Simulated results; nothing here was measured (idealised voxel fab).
Process module name: voxel self aligned vias
Pictured: cross-section cut, 280 nm wide, on a grid of 5 nm square cells.
A cross-section is a grid of square cells, given in bands from the top down. A band is one or more rows of cells. Band: top height; bottom height; in nm. Then, left to right: material with width in nm, for each material. "everywhere": a single material spanning edge to edge. "air": empty space. Counting heights begins at 0, where everything beneath is, in the wafer as received, one material. The lowest band has no bottom; it goes on downwards, as "0 and below" shows. You'd read "30..40" like this: the band's top row of cells is as wide as the first number, its bottom row is as wide as the second, and going down, every row changes width by the same amount as the row before did. The designation "nothing altered", where it is given for a processing step, indicates that no cell of the cross-section was altered in the course of that step. Reported under the label "Closed cavity list" are the empty spaces having no open way to the top and comprising 8 cells or more; the notation for each is width x height at distance, in which the distance is measured from the left edge and all three values are in nm. Anything after a step's settings on that line? It's the simulator's own note about the step. overlay nm: mask right of planned place by this much (step with mask). Neg. = left. How should the pairs below be read? Each gives the cross-section before one process step and the cross-section after it, the latter drawn only to the lowest band that changed; the step that lies between them, with its settings, appears under the pair. Does a pair pick up where the pair above left off? Only where its entry headed "Ex-ante state" says so, since pairs can come from different runs of this module on the same starting wafer.
## Ex-ante state
	65 down to 60 = TiN=85 | air=15 | TiN=35 | air=15 | TiN=35 | air=15 | TiN=80
	60 down to 45 = SiO2=80 | TiN=5 | air=15 | TiN=5 | SiO2=25 | TiN=5 | air=15 | TiN=5 | SiO2=25 | TiN=5 | air=15 | TiN=5 | SiO2=75
	45 down to 40 = SiO2=80 | TiN=5 | air=10 | TiN=10 | SiO2=25 | TiN=5 | air=10 | TiN=10 | SiO2=25 | TiN=5 | air=10 | TiN=10 | SiO2=75
	40 down to 35 = SiO2=80 | TiN=20 | SiO2=30 | TiN=20 | SiO2=30 | TiN=20 | SiO2=80
	35 down to 20 = SiO2=80 | TiN=5 | Ru=10 | TiN=5 | SiO2=30 | TiN=5 | Ru=10 | TiN=5 | SiO2=30 | TiN=5 | Ru=10 | TiN=5 | SiO2=80
	20 down to 15 = SiO2=80 | TiN=20 | SiO2=30 | TiN=20 | SiO2=30 | TiN=20 | SiO2=80
	15 down to 10 = SiCN everywhere
	10 down to 0 = SiO2 everywhere
	0 and below = Si everywhere
	Closed cavity list: none
## Post-Process View
	75 down to 65 = W everywhere
	65 down to 60 = TiN=85 | W=15 | TiN=35 | W=15 | TiN=35 | W=15 | TiN=80
	60 down to 45 = SiO2=80 | TiN=5 | W=15 | TiN=5 | SiO2=25 | TiN=5 | W=15 | TiN=5 | SiO2=25 | TiN=5 | W=15 | TiN=5 | SiO2=75
	45 down to 40 = SiO2=80 | TiN=5 | W=10 | TiN=10 | SiO2=25 | TiN=5 | W=10 | TiN=10 | SiO2=25 | TiN=5 | W=10 | TiN=10 | SiO2=75
	Beneath the level 40, the cross-section is identical to its previous state.
	Closed cavity list: none
As a process note, the step between the before and after cross-sections shown above is FILL_DEP | material W | thk nm 10
Ex-ante state: This step starts from the configuration shown after the step in the pair immediately above.
## Post-Process View
	60 down to 45 = SiO2=80 | TiN=5 | W=15 | TiN=5 | SiO2=25 | TiN=5 | W=15 | TiN=5 | SiO2=25 | TiN=5 | W=15 | TiN=5 | SiO2=75
	Beneath the level 45, the cross-section is identical to its previous state.
	Closed cavity list: none
As a process note, the step between the before and after cross-sections shown above is CMP | height nm 60
Ex-ante state: This step starts from the configuration shown after the step in the pair immediately above.
## Post-Process View
	65 down to 60 = SiCN everywhere
	Beneath the level 60, the cross-section is identical to its previous state.
	Closed cavity list: none
As a process note, the step between the before and after cross-sections shown above is CONFORMAL_DEP | material SiCN | thk nm 5
## Ex-ante state
	60 down to 40 = SiO2=75 | air=30 | SiO2=20 | air=30 | SiO2=20 | air=30 | SiO2=75
	40 down to 35 = SiO2=80 | SiN=20 | SiO2=30 | SiN=20 | SiO2=30 | SiN=20 | SiO2=80
	35 down to 20 = SiO2=80 | TiN=5 | Ru=10 | TiN=5 | SiO2=30 | TiN=5 | Ru=10 | TiN=5 | SiO2=30 | TiN=5 | Ru=10 | TiN=5 | SiO2=80
	20 down to 15 = SiO2=80 | TiN=20 | SiO2=30 | TiN=20 | SiO2=30 | TiN=20 | SiO2=80
	15 down to 10 = SiCN everywhere
	10 down to 0 = SiO2 everywhere
	0 and below = Si everywhere
	Closed cavity list: none
## Post-Process View
	60 down to 40 = SiO2=75 | air=30 | SiO2=20 | air=30 | SiO2=20 | air=30 | SiO2=75
	40 down to 35 = SiO2=80 | air=15 | SiN=5 | SiO2=30 | air=15 | SiN=5 | SiO2=30 | air=15 | SiN=5 | SiO2=80
	Beneath the level 35, the cross-section is identical to its previous state.
	Closed cavity list: none
As a process note, the step between the before and after cross-sections shown above is MASKED_ETCH | tone open | mask id VIAS | width nm 30 | pitch nm 50 | etch materials SiN | depth nm 5 | overlay nm -10
Ex-ante state: This step starts from the configuration shown after the step in the pair immediately above.
## Post-Process View
	65 down to 60 = TiN=80 | air=20 | TiN=30 | air=20 | TiN=30 | air=20 | TiN=80
	60 down to 45 = SiO2=75 | TiN=5 | air=20 | TiN=5 | SiO2=20 | TiN=5 | air=20 | TiN=5 | SiO2=20 | TiN=5 | air=20 | TiN=5 | SiO2=75
	45 down to 40 = SiO2=75 | TiN=10 | air=5 | TiN=15 | SiO2=20 | TiN=10 | air=5 | TiN=15 | SiO2=20 | TiN=10 | air=5 | TiN=15 | SiO2=75
	40 down to 35 = SiO2=80 | TiN=15 | SiN=5 | SiO2=30 | TiN=15 | SiN=5 | SiO2=30 | TiN=15 | SiN=5 | SiO2=80
	Beneath the level 35, the cross-section is identical to its previous state.
	Closed cavity list: none
As a process note, the step between the before and after cross-sections shown above is CONFORMAL_DEP | material TiN | thk nm 5
Ex-ante state: This step starts from the configuration shown after the step in the pair immediately above.
## Post-Process View
	75 down to 65 = W everywhere
	65 down to 60 = TiN=80 | W=20 | TiN=30 | W=20 | TiN=30 | W=20 | TiN=80
	60 down to 45 = SiO2=75 | TiN=5 | W=20 | TiN=5 | SiO2=20 | TiN=5 | W=20 | TiN=5 | SiO2=20 | TiN=5 | W=20 | TiN=5 | SiO2=75
	45 down to 40 = SiO2=75 | TiN=10 | W=5 | TiN=15 | SiO2=20 | TiN=10 | W=5 | TiN=15 | SiO2=20 | TiN=10 | W=5 | TiN=15 | SiO2=75
	Beneath the level 40, the cross-section is identical to its previous state.
	Closed cavity list: none
As a process note, the step between the before and after cross-sections shown above is FILL_DEP | material W | thk nm 10
Ex-ante state: This step starts from the configuration shown after the step in the pair immediately above.
## Post-Process View
	60 down to 45 = SiO2=75 | TiN=5 | W=20 | TiN=5 | SiO2=20 | TiN=5 | W=20 | TiN=5 | SiO2=20 | TiN=5 | W=20 | TiN=5 | SiO2=75
	Beneath the level 45, the cross-section is identical to its previous state.
	Closed cavity list: none
As a process note, the step between the before and after cross-sections shown above is CMP | height nm 60
Ex-ante state: This step starts from the configuration shown after the step in the pair immediately above.
## Post-Process View
	65 down to 60 = SiCN everywhere
	Beneath the level 60, the cross-section is identical to its previous state.
	Closed cavity list: none
As a process note, the step between the before and after cross-sections shown above is CONFORMAL_DEP | material SiCN | thk nm 5
## Ex-ante state
	40 down to 35 = SiO2=80 | SiN=20 | SiO2=30 | SiN=20 | SiO2=30 | SiN=20 | SiO2=80
	35 down to 20 = SiO2=80 | TiN=5 | Ru=10 | TiN=5 | SiO2=30 | TiN=5 | Ru=10 | TiN=5 | SiO2=30 | TiN=5 | Ru=10 | TiN=5 | SiO2=80
	20 down to 15 = SiO2=80 | TiN=20 | SiO2=30 | TiN=20 | SiO2=30 | TiN=20 | SiO2=80
	15 down to 10 = SiCN everywhere
	10 down to 0 = SiO2 everywhere
	0 and below = Si everywhere
	Closed cavity list: none
## Post-Process View
	60 down to 40 = SiCN everywhere
	Beneath the level 40, the cross-section is identical to its previous state.
	Closed cavity list: none
As a process note, the step between the before and after cross-sections shown above is DIRECTIONAL_DEP | material SiCN | thk nm 20
Ex-ante state: This step starts from the configuration shown after the step in the pair immediately above.
## Post-Process View
	65 down to 60 = TiN everywhere
	Beneath the level 60, the cross-section is identical to its previous state.
	Closed cavity list: none
As a process note, the step between the before and after cross-sections shown above is CONFORMAL_DEP | material TiN | thk nm 5
Ex-ante state: This step starts from the configuration shown after the step in the pair immediately above.
## Post-Process View
	75 down to 65 = W everywhere
	Beneath the level 65, the cross-section is identical to its previous state.
	Closed cavity list: none
As a process note, the step between the before and after cross-sections shown above is FILL_DEP | material W | thk nm 10
Ex-ante state: This step starts from the configuration shown after the step in the pair immediately above.
## Post-Process View
	60 down to 40 = SiCN everywhere
	Beneath the level 40, the cross-section is identical to its previous state.
	Closed cavity list: none
As a process note, the step between the before and after cross-sections shown above is CMP | height nm 60
Ex-ante state: This step starts from the configuration shown after the step in the pair immediately above.
## Post-Process View
	65 down to 40 = SiCN everywhere
	Beneath the level 40, the cross-section is identical to its previous state.
	Closed cavity list: none
As a process note, the step between the before and after cross-sections shown above is CONFORMAL_DEP | material SiCN | thk nm 5
## Ex-ante state
	40 down to 15 = SiO2 everywhere
	15 down to 10 = SiCN everywhere
	10 down to 0 = SiO2 everywhere
	0 and below = Si everywhere
	Closed cavity list: none
## Post-Process View
	55 down to 40 = air=80 | resist=20 | air=30 | resist=20 | air=30 | resist=20 | air=80
	Beneath the level 40, the cross-section is identical to its previous state.
	Closed cavity list: none
As a process note, the step between the before and after cross-sections shown above is PATTERN | tone cover | mask id LINES | material resist | width nm 20 | pitch nm 50 | thk nm 15 | overlay nm 0
Ex-ante state: This step starts from the configuration shown after the step in the pair immediately above.
## Post-Process View
	55 down to 40 = air=80 | resist=20 | air=30 | resist=20 | air=30 | resist=20 | air=80
	40 down to 15 = air=80 | SiO2=20 | air=30 | SiO2=20 | air=30 | SiO2=20 | air=80
	Beneath the level 15, the cross-section is identical to its previous state.
	Closed cavity list: none
As a process note, the step between the before and after cross-sections shown above is DIRECTIONAL_ETCH | etch materials SiO2 | depth nm 25
Ex-ante state: This step starts from the configuration shown after the step in the pair immediately above.
## Post-Process View
	40 down to 15 = air=80 | SiO2=20 | air=30 | SiO2=20 | air=30 | SiO2=20 | air=80
	Beneath the level 15, the cross-section is identical to its previous state.
	Closed cavity list: none
As a process note, the step between the before and after cross-sections shown above is STRIP | etch materials resist
Ex-ante state: This step starts from the configuration shown after the step in the pair immediately above.
## Post-Process View
	45 down to 40 = air=75 | TiN=30 | air=20 | TiN=30 | air=20 | TiN=30 | air=75
	40 down to 20 = air=75 | TiN=5 | SiO2=20 | TiN=5 | air=20 | TiN=5 | SiO2=20 | TiN=5 | air=20 | TiN=5 | SiO2=20 | TiN=5 | air=75
	20 down to 15 = TiN=80 | SiO2=20 | TiN=30 | SiO2=20 | TiN=30 | SiO2=20 | TiN=80
	Beneath the level 15, the cross-section is identical to its previous state.
	Closed cavity list: none
As a process note, the step between the before and after cross-sections shown above is CONFORMAL_DEP | material TiN | thk nm 5
Ex-ante state: This step starts from the configuration shown after the step in the pair immediately above.
## Post-Process View
	55 down to 45 = Ru everywhere
	45 down to 40 = Ru=75 | TiN=30 | Ru=20 | TiN=30 | Ru=20 | TiN=30 | Ru=75
	40 down to 20 = Ru=75 | TiN=5 | SiO2=20 | TiN=5 | Ru=20 | TiN=5 | SiO2=20 | TiN=5 | Ru=20 | TiN=5 | SiO2=20 | TiN=5 | Ru=75
	Beneath the level 20, the cross-section is identical to its previous state.
	Closed cavity list: none
As a process note, the step between the before and after cross-sections shown above is FILL_DEP | material Ru | thk nm 10
Ex-ante state: This step starts from the configuration shown after the step in the pair immediately above.
## Post-Process View
	40 down to 20 = Ru=75 | TiN=5 | SiO2=20 | TiN=5 | Ru=20 | TiN=5 | SiO2=20 | TiN=5 | Ru=20 | TiN=5 | SiO2=20 | TiN=5 | Ru=75
	Beneath the level 20, the cross-section is identical to its previous state.
	Closed cavity list: none
As a process note, the step between the before and after cross-sections shown above is CMP | height nm 40
Ex-ante state: This step starts from the configuration shown after the step in the pair immediately above.
## Post-Process View
	40 down to 35 = air=80 | SiO2=20 | air=30 | SiO2=20 | air=30 | SiO2=20 | air=80
	Beneath the level 35, the cross-section is identical to its previous state.
	Closed cavity list: none
As a process note, the step between the before and after cross-sections shown above is SELECTIVE_ETCH | etch materials W Ru TiN | depth nm 5
Ex-ante state: This step starts from the configuration shown after the step in the pair immediately above.
## Post-Process View
	50 down to 40 = SiN everywhere
	40 down to 35 = SiN=80 | SiO2=20 | SiN=30 | SiO2=20 | SiN=30 | SiO2=20 | SiN=80
	Beneath the level 35, the cross-section is identical to its previous state.
	Closed cavity list: none
As a process note, the step between the before and after cross-sections shown above is FILL_DEP | material SiN | thk nm 10
Ex-ante state: This step starts from the configuration shown after the step in the pair immediately above.
## Post-Process View
	40 down to 35 = SiN=80 | SiO2=20 | SiN=30 | SiO2=20 | SiN=30 | SiO2=20 | SiN=80
	Beneath the level 35, the cross-section is identical to its previous state.
	Closed cavity list: none
As a process note, the step between the before and after cross-sections shown above is CMP | height nm 40
Ex-ante state: This step starts from the configuration shown after the step in the pair immediately above.
## Post-Process View
	60 down to 40 = SiO2 everywhere
	Beneath the level 40, the cross-section is identical to its previous state.
	Closed cavity list: none
As a process note, the step between the before and after cross-sections shown above is DIRECTIONAL_DEP | material SiO2 | thk nm 20
Ex-ante state: This step starts from the configuration shown after the step in the pair immediately above.
## Post-Process View
	60 down to 40 = SiO2=75 | air=30 | SiO2=20 | air=30 | SiO2=20 | air=30 | SiO2=75
	Beneath the level 40, the cross-section is identical to its previous state.
	Closed cavity list: none
As a process note, the step between the before and after cross-sections shown above is MASKED_ETCH | tone open | mask id VIAS | width nm 30 | pitch nm 50 | etch materials SiO2 | depth nm 20 | overlay nm 0
Ex-ante state: This step starts from the configuration shown after the step in the pair immediately above.
## Post-Process View
	60 down to 40 = SiO2=75 | air=30 | SiO2=20 | air=30 | SiO2=20 | air=30 | SiO2=75
	40 down to 35 = SiN=75 | air=5 | SiO2=20 | air=5 | SiN=20 | air=5 | SiO2=20 | air=5 | SiN=20 | air=5 | SiO2=20 | air=5 | SiN=75
	Beneath the level 35, the cross-section is identical to its previous state.
	Closed cavity list: none
As a process note, the step between the before and after cross-sections shown above is MASKED_ETCH | tone open | mask id VIAS | width nm 30 | pitch nm 50 | etch materials SiN | depth nm 5 | overlay nm 0
Ex-ante state: This step starts from the configuration shown after the step in the pair immediately above.
## Post-Process View
	65 down to 60 = TiN=80 | air=20 | TiN=30 | air=20 | TiN=30 | air=20 | TiN=80
	60 down to 45 = SiO2=75 | TiN=5 | air=20 | TiN=5 | SiO2=20 | TiN=5 | air=20 | TiN=5 | SiO2=20 | TiN=5 | air=20 | TiN=5 | SiO2=75
	45 down to 40 = SiO2=75 | TiN=30 | SiO2=20 | TiN=30 | SiO2=20 | TiN=30 | SiO2=75
	40 down to 35 = SiN=75 | TiN=5 | SiO2=20 | TiN=5 | SiN=20 | TiN=5 | SiO2=20 | TiN=5 | SiN=20 | TiN=5 | SiO2=20 | TiN=5 | SiN=75
	Beneath the level 35, the cross-section is identical to its previous state.
	Closed cavity list: none
As a process note, the step between the before and after cross-sections shown above is CONFORMAL_DEP | material TiN | thk nm 5
Ex-ante state: This step starts from the configuration shown after the step in the pair immediately above.
## Post-Process View
	75 down to 65 = W everywhere
	65 down to 60 = TiN=80 | W=20 | TiN=30 | W=20 | TiN=30 | W=20 | TiN=80
	60 down to 45 = SiO2=75 | TiN=5 | W=20 | TiN=5 | SiO2=20 | TiN=5 | W=20 | TiN=5 | SiO2=20 | TiN=5 | W=20 | TiN=5 | SiO2=75
	Beneath the level 45, the cross-section is identical to its previous state.
	Closed cavity list: none
As a process note, the step between the before and after cross-sections shown above is FILL_DEP | material W | thk nm 10
Ex-ante state: This step starts from the configuration shown after the step in the pair immediately above.
## Post-Process View
	60 down to 45 = SiO2=75 | TiN=5 | W=20 | TiN=5 | SiO2=20 | TiN=5 | W=20 | TiN=5 | SiO2=20 | TiN=5 | W=20 | TiN=5 | SiO2=75
	Beneath the level 45, the cross-section is identical to its previous state.
	Closed cavity list: none
As a process note, the step between the before and after cross-sections shown above is CMP | height nm 60
Ex-ante state: This step starts from the configuration shown after the step in the pair immediately above.
## Post-Process View
	65 down to 60 = SiCN everywhere
	Beneath the level 60, the cross-section is identical to its previous state.
	Closed cavity list: none
As a process note, the step between the before and after cross-sections shown above is CONFORMAL_DEP | material SiCN | thk nm 5
